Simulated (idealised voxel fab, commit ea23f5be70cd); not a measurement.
process module | voxel wiring stack
cross-section cut | 260 nm wide | cells 5 nm
A cross-section is a grid of square cells, given in bands from the top down. A band is one or more rows of cells.
Each band's line starts with the height of the band's top and of its bottom, in nm. Then come its materials from left to right, each with its width in nm. One material with "throughout" fills the band from edge to edge. "air" is empty space.
Height 0 is the level under which the wafer as received is all one material. The lowest band goes on downwards, as in "0 down".
A width such as "30 to 40" changes by the same amount from each row of cells to the next, from the band's top row to its bottom row.
"no change" after a step means that no cell of the cross-section changed.
closed voids: empty space of 8 cells or more with no open way to the top, each as width x height at its distance from the left edge, in nm
after a step's settings: what the simulator itself notes on the step
overlay nm, on a step with a mask: how far to the right of its planned place the mask lay; to the left if negative
plan
1 op RECEIVE | material Si
2 op CONFORMAL_DEP | material SiO2 | thk nm 15
3 op DIRECTIONAL_DEP | material TiN | thk nm 5
4 op DIRECTIONAL_DEP | material W | thk nm 20
5 op PATTERN | tone cover | mask id METAL_1 | material resist | width nm 20 | pitch nm 45 | thk nm 15 | overlay nm 0
6 op DIRECTIONAL_ETCH | etch materials W | depth nm 20
7 op DIRECTIONAL_ETCH | etch materials TiN | depth nm 5
8 op STRIP | etch materials resist
9 op FILL_DEP | material SiO2 | thk nm 10
10 op CMP | height nm 40
11 op CONFORMAL_DEP | material SiCN | thk nm 5
12 op DIRECTIONAL_DEP | material lowk | thk nm 30
13 op DIRECTIONAL_DEP | material aC | thk nm 10
14 op PATTERN | tone open | mask id METAL_2_HOLES | material resist | width nm 15 | pitch nm 90 | thk nm 30 | overlay nm 0
15 op DIRECTIONAL_ETCH | etch materials aC | depth nm 10
16 op STRIP | etch materials resist
17 op DIRECTIONAL_ETCH | etch materials lowk | depth nm 30
18 op STRIP | etch materials aC
19 op PATTERN | tone open | mask id METAL_2 | material resist | width nm 20 | pitch nm 45 | thk nm 15 | overlay nm 0
20 op DIRECTIONAL_ETCH | etch materials lowk | depth nm 20
21 op DIRECTIONAL_ETCH | etch materials SiCN | depth nm 5
22 op STRIP | etch materials resist
23 op CONFORMAL_DEP | material TiN | thk nm 5
24 op FILL_DEP | material Ru | thk nm 5
25 op CMP | height nm 75
26 op CONFORMAL_DEP | material SiCN | thk nm 5
27 op DIRECTIONAL_DEP | material lowk | thk nm 10
28 op DIRECTIONAL_DEP | material aC | thk nm 15
29 op PATTERN | tone open | mask id PLUG_2 | material resist | width nm 15 | pitch nm 45 | thk nm 30 | overlay nm 0
30 op DIRECTIONAL_ETCH | etch materials aC | depth nm 15
31 op STRIP | etch materials resist
32 op DIRECTIONAL_ETCH | etch materials lowk | depth nm 10
33 op DIRECTIONAL_ETCH | etch materials SiCN | depth nm 5
34 op STRIP | etch materials aC
35 op CONFORMAL_DEP | material TiN | thk nm 5
36 op FILL_DEP | material Ru | thk nm 10
37 op CMP | height nm 90
38 op DIRECTIONAL_DEP | material TiN | thk nm 5
39 op DIRECTIONAL_DEP | material W | thk nm 15
40 op PATTERN | tone cover | mask id METAL_3 | material resist | width nm 20 | pitch nm 45 | thk nm 15 | overlay nm 0
41 op DIRECTIONAL_ETCH | etch materials W | depth nm 15
42 op DIRECTIONAL_ETCH | etch materials TiN | depth nm 5
43 op STRIP | etch materials resist
44 op FILL_DEP | material lowk | thk nm 5
45 op CMP | height nm 110
46 op CONFORMAL_DEP | material SiN | thk nm 5
as received, after step 1
  0 down: Si throughout
  closed voids: none
first wafer at the end, as planned
  115 to 110: SiN throughout
  110 to 95: lowk 50 | W 20 | lowk 25 | W 20 | lowk 25 | W 20 | lowk 25 | W 20 | lowk 55
  95 to 90: lowk 50 | TiN 20 | lowk 25 | TiN 20 | lowk 25 | TiN 20 | lowk 25 | TiN 20 | lowk 55
  90 to 80: lowk 50 | TiN 5 | Ru 5 | TiN 5 | lowk 30 | TiN 5 | Ru 5 | TiN 5 | lowk 30 | TiN 5 | Ru 5 | TiN 5 | lowk 30 | TiN 5 | Ru 5 | TiN 5 | lowk 60
  80 to 75: SiCN 50 | TiN 15 | SiCN 30 | TiN 15 | SiCN 30 | TiN 15 | SiCN 30 | TiN 15 | SiCN 60
  75 to 60: lowk 50 | TiN 5 | Ru 10 | TiN 5 | lowk 25 | TiN 5 | Ru 10 | TiN 5 | lowk 25 | TiN 5 | Ru 10 | TiN 5 | lowk 25 | TiN 5 | Ru 10 | TiN 5 | lowk 55
  60 to 55: lowk 50 | TiN 5 | Ru 5 | TiN 10 | lowk 25 | TiN 20 | lowk 25 | TiN 5 | Ru 5 | TiN 10 | lowk 25 | TiN 20 | lowk 55
  55 to 45: lowk 50 | TiN 5 | Ru 5 | TiN 5 | lowk 75 | TiN 5 | Ru 5 | TiN 5 | lowk 105
  45 to 40: SiCN 50 | TiN 15 | SiCN 75 | TiN 15 | SiCN 105
  40 to 20: SiO2 50 | W 20 | SiO2 25 | W 20 | SiO2 25 | W 20 | SiO2 25 | W 20 | SiO2 55
  20 to 15: SiO2 50 | TiN 20 | SiO2 25 | TiN 20 | SiO2 25 | TiN 20 | SiO2 25 | TiN 20 | SiO2 55
  15 to 0: SiO2 throughout
  0 down: Si throughout
  closed voids: none
second wafer at the end: like start, like plan, one mistake
  115 to 110: SiN throughout
  110 to 95: lowk 50 | W 20 | lowk 25 | W 20 | lowk 25 | W 20 | lowk 25 | W 20 | lowk 55
  95 to 90: lowk 50 | TiN 20 | lowk 25 | TiN 20 | lowk 25 | TiN 20 | lowk 25 | TiN 20 | lowk 55
  90 to 80: lowk 45 | TiN 5 | Ru 5 | TiN 5 | lowk 30 | TiN 5 | Ru 5 | TiN 5 | lowk 30 | TiN 5 | Ru 5 | TiN 5 | lowk 30 | TiN 5 | Ru 5 | TiN 5 | lowk 65
  80 to 75: SiCN 45 | TiN 15 | SiCN 30 | TiN 15 | SiCN 30 | TiN 15 | SiCN 30 | TiN 15 | SiCN 65
  75 to 60: lowk 50 | TiN 5 | Ru 10 | TiN 5 | lowk 25 | TiN 5 | Ru 10 | TiN 5 | lowk 25 | TiN 5 | Ru 10 | TiN 5 | lowk 25 | TiN 5 | Ru 10 | TiN 5 | lowk 55
  60 to 55: lowk 50 | TiN 5 | Ru 5 | TiN 10 | lowk 25 | TiN 20 | lowk 25 | TiN 5 | Ru 5 | TiN 10 | lowk 25 | TiN 20 | lowk 55
  55 to 45: lowk 50 | TiN 5 | Ru 5 | TiN 5 | lowk 75 | TiN 5 | Ru 5 | TiN 5 | lowk 105
  45 to 40: SiCN 50 | TiN 15 | SiCN 75 | TiN 15 | SiCN 105
  40 to 20: SiO2 50 | W 20 | SiO2 25 | W 20 | SiO2 25 | W 20 | SiO2 25 | W 20 | SiO2 55
  20 to 15: SiO2 50 | TiN 20 | SiO2 25 | TiN 20 | SiO2 25 | TiN 20 | SiO2 25 | TiN 20 | SiO2 55
  15 to 0: SiO2 throughout
  0 down: Si throughout
  closed voids: none
what went wrong: step 29 ran as: op PATTERN | tone open | mask id PLUG_2 | material resist | width nm 15 | pitch nm 45 | thk nm 30 | overlay nm -5
at the end the second wafer has, in cells: as many of each material as the first, in other places
